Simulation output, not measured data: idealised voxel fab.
Process module name: voxel transistor to metal
We display cut, a cross-section 160 nm in width whose square cells are each 5 nm.
A cross-section is a grid of square cells, given in bands from the top down. A band is one or more rows of cells. Heights first: top, then bottom, in nm. Then materials, left to right, each with a width in nm. "full width" on a single material: fills the band edge to edge. "air": empty space. The level at which height equals 0 is the one under which the wafer, as it arrives, is entirely one material. No lower edge exists for the bottom band, which continues downward and is notated as in "0 and below". Width: "30->40" (first number = top row, second number = bottom row, same change from row to row of cells). The designation "nothing different", where it is given for a processing step, indicates that no cell of the cross-section was altered in the course of that step. Entry "Enclosed internal cavities". Content: empty spaces with no open connection to the top, size 8 cells or greater. Each: width x height at distance. Distance: from left edge. Unit: nm. Read whatever lies past the settings on a step's line as the simulator's own remark about the step. overlay nm: mask right of planned place by this much (step with mask). Neg. = left.

Process steps foreseen in the plan:
1. RECEIVE: material Si
2. OXIDIZE: depth nm 5
3. CONFORMAL_DEP: material SiN, thk nm 15
4. PATTERN: tone cover, mask id ACTIVE, material resist, width nm 120, thk nm 15, overlay nm 0
5. DIRECTIONAL_ETCH: etch materials SiN, depth nm 15
6. DIRECTIONAL_ETCH: etch materials SiO2, depth nm 5
7. DIRECTIONAL_ETCH: etch materials Si, depth nm 35
8. STRIP: etch materials resist
9. OXIDIZE: depth nm 5
10. FILL_DEP: material SiO2, thk nm 5
11. CMP: height nm 15
12. SELECTIVE_ETCH: etch materials SiO2, depth nm 5
13. STRIP: etch materials SiN
14. SELECTIVE_ETCH: etch materials SiO2, depth nm 5
15. OXIDIZE: depth nm 5
16. DIRECTIONAL_DEP: material polySi, thk nm 20
17. DIRECTIONAL_DEP: material SiCN, thk nm 10
18. MASKED_ETCH: tone cover, mask id GATE, width nm 30, etch materials SiCN, depth nm 20, overlay nm 0
19. MASKED_ETCH: tone cover, mask id GATE, width nm 30, etch materials polySi, depth nm 30, overlay nm 0
20. CONFORMAL_DEP: material SiO2, thk nm 5
21. DIRECTIONAL_ETCH: etch materials SiO2, depth nm 5
22. CONFORMAL_DEP: material SiN, thk nm 5
23. DIRECTIONAL_ETCH: etch materials SiN, depth nm 5
24. DIRECTIONAL_ETCH: etch materials SiO2, depth nm 5
25. DIRECTIONAL_ETCH: etch materials Si, depth nm 15
26. EPI: material SiGe, thk nm 20
27. FILL_DEP: material SiO2, thk nm 10
28. CMP: height nm 15
29. STRIP: etch materials polySi
30. SELECTIVE_ETCH: etch materials SiO2, depth nm 5
31. CONFORMAL_DEP: material HfO2, thk nm 5
32. CONFORMAL_DEP: material TiN, thk nm 5
33. FILL_DEP: material W, thk nm 10
34. CMP: height nm 10
35. DIRECTIONAL_DEP: material SiO2, thk nm 10
36. PATTERN: tone open, mask id CONTACT, material resist, width nm 20, pitch nm 90, thk nm 15, overlay nm 0
37. DIRECTIONAL_ETCH: etch materials SiO2, depth nm 25
38. STRIP: etch materials resist
39. CONFORMAL_DEP: material TiN, thk nm 5
40. FILL_DEP: material W, thk nm 5
41. CMP: height nm 20
42. DIRECTIONAL_DEP: material TiN, thk nm 5
43. DIRECTIONAL_DEP: material W, thk nm 20
44. PATTERN: tone cover, mask id METAL_1, material resist, width nm 20, pitch nm 90, thk nm 20, overlay nm 0
45. DIRECTIONAL_ETCH: etch materials W, depth nm 20
46. DIRECTIONAL_ETCH: etch materials TiN, depth nm 5
47. STRIP: etch materials resist
48. CONFORMAL_DEP: material SiN, thk nm 5
49. FILL_DEP: material SiO2, thk nm 10
50. CMP: height nm 45
51. CONFORMAL_DEP: material SiCN, thk nm 5
52. DIRECTIONAL_DEP: material SiO2, thk nm 35
53. PATTERN: tone open, mask id METAL_2_HOLES, material resist, width nm 15, pitch nm 90, thk nm 20, overlay nm 0
54. DIRECTIONAL_ETCH: etch materials SiO2, depth nm 35
55. STRIP: etch materials resist
56. PATTERN: tone open, mask id METAL_2, material resist, width nm 20, pitch nm 90, thk nm 15, overlay nm 0
57. DIRECTIONAL_ETCH: etch materials SiO2, depth nm 20
58. DIRECTIONAL_ETCH: etch materials SiCN, depth nm 5
59. STRIP: etch materials resist
60. CONFORMAL_DEP: material TiN, thk nm 5
61. FILL_DEP: material Cu, thk nm 10
62. CMP: height nm 85
63. CONFORMAL_DEP: material SiCN, thk nm 5

As-received state of the wafer in cross-section, equivalent to post-step 1:
	0 and below | Si full width
	Enclosed internal cavities: none

Cross-section taken at module completion on the first of two wafers; processed per the plan:
	90 down to 85 | SiCN full width
	85 down to 70 | SiO2 25, TiN 5, Cu 10, TiN 5, SiO2 70, TiN 5, Cu 10, TiN 5, SiO2 25
	70 down to 65 | SiO2 25, TiN 5, Cu 5, TiN 10, SiO2 70, TiN 5, Cu 5, TiN 10, SiO2 25
	65 down to 50 | SiO2 25, TiN 5, Cu 5, TiN 5, SiO2 75, TiN 5, Cu 5, TiN 5, SiO2 30
	50 down to 45 | SiCN 25, TiN 15, SiCN 75, TiN 15, SiCN 30
	45 down to 25 | SiO2 20, SiN 5, W 20, SiN 5, SiO2 60, SiN 5, W 20, SiN 5, SiO2 20
	25 down to 20 | SiN 25, TiN 20, SiN 70, TiN 20, SiN 25
	20 down to 15 | SiO2 25, TiN 5, W 10, TiN 5, SiO2 70, TiN 5, W 10, TiN 5, SiO2 25
	15 down to 10 | SiO2 25, TiN 20, SiO2 70, TiN 20, SiO2 25
	10 down to 5 | SiO2 25, TiN 10, SiGe 20, SiN 5, HfO2 5, TiN 5, W 20, TiN 5, HfO2 5, SiN 5, SiGe 20, TiN 10, SiO2 25
	5 down to 0 | SiO2 20, SiN 5, TiN 10, SiGe 20, SiN 5, HfO2 5, TiN 5, W 20, TiN 5, HfO2 5, SiN 5, SiGe 20, TiN 10, SiN 5, SiO2 20
	0 down to -5 | SiO2 20, SiN 5, TiN 10, SiGe 20, SiN 5, HfO2 5, TiN 30, HfO2 5, SiN 5, SiGe 20, TiN 10, SiN 5, SiO2 20
	-5 down to -10 | SiO2 25, SiGe 30, SiO2 5, HfO2 40, SiO2 5, SiGe 30, SiO2 25
	-10 down to -25 | SiO2 25, SiGe 30, Si 50, SiGe 30, SiO2 25
	-25 down to -45 | SiO2 25, Si 110, SiO2 25
	-45 and below | Si full width
	Enclosed internal cavities: none

Wafer two cross-section, module end. Start and plan unchanged from wafer one; one mistake made during the run:
	90 down to 85 | SiCN full width
	85 down to 80 | TiN 30, Cu 10, TiN 80, Cu 10, TiN 30
	80 down to 65 | SiO2 25, TiN 5, Cu 10, TiN 5, SiO2 70, TiN 5, Cu 10, TiN 5, SiO2 25
	65 down to 60 | SiO2 25, TiN 5, Cu 5, TiN 10, SiO2 70, TiN 5, Cu 5, TiN 10, SiO2 25
	60 down to 45 | SiO2 25, TiN 5, Cu 5, TiN 5, SiO2 75, TiN 5, Cu 5, TiN 5, SiO2 30
	45 down to 40 | SiCN 25, TiN 15, SiCN 75, TiN 15, SiCN 30
	40 down to 25 | SiO2 20, SiN 5, W 20, SiN 5, SiO2 60, SiN 5, W 20, SiN 5, SiO2 20
	25 down to 20 | SiN 25, TiN 20, SiN 70, TiN 20, SiN 25
	20 down to 15 | SiO2 25, TiN 5, W 10, TiN 5, SiO2 70, TiN 5, W 10, TiN 5, SiO2 25
	15 down to 10 | SiO2 25, TiN 20, SiO2 70, TiN 20, SiO2 25
	10 down to 5 | SiO2 25, TiN 10, SiGe 20, SiN 5, HfO2 5, TiN 5, W 20, TiN 5, HfO2 5, SiN 5, SiGe 20, TiN 10, SiO2 25
	5 down to 0 | SiO2 20, SiN 5, TiN 10, SiGe 20, SiN 5, HfO2 5, TiN 5, W 20, TiN 5, HfO2 5, SiN 5, SiGe 20, TiN 10, SiN 5, SiO2 20
	0 down to -5 | SiO2 20, SiN 5, TiN 10, SiGe 20, SiN 5, HfO2 5, TiN 30, HfO2 5, SiN 5, SiGe 20, TiN 10, SiN 5, SiO2 20
	-5 down to -10 | SiO2 25, SiGe 30, SiO2 5, HfO2 40, SiO2 5, SiGe 30, SiO2 25
	-10 down to -25 | SiO2 25, SiGe 30, Si 50, SiGe 30, SiO2 25
	-25 down to -45 | SiO2 25, Si 110, SiO2 25
	-45 and below | Si full width
	Enclosed internal cavities: none
The mistake made against the process plan was this: off-plan run, step 50, actual operation and settings CMP: height nm 40
Final wafer comparison in cells, second versus first, more or fewer per material: Cu +4 | SiN -4 | SiO2 -20 | TiN +28 | W -8
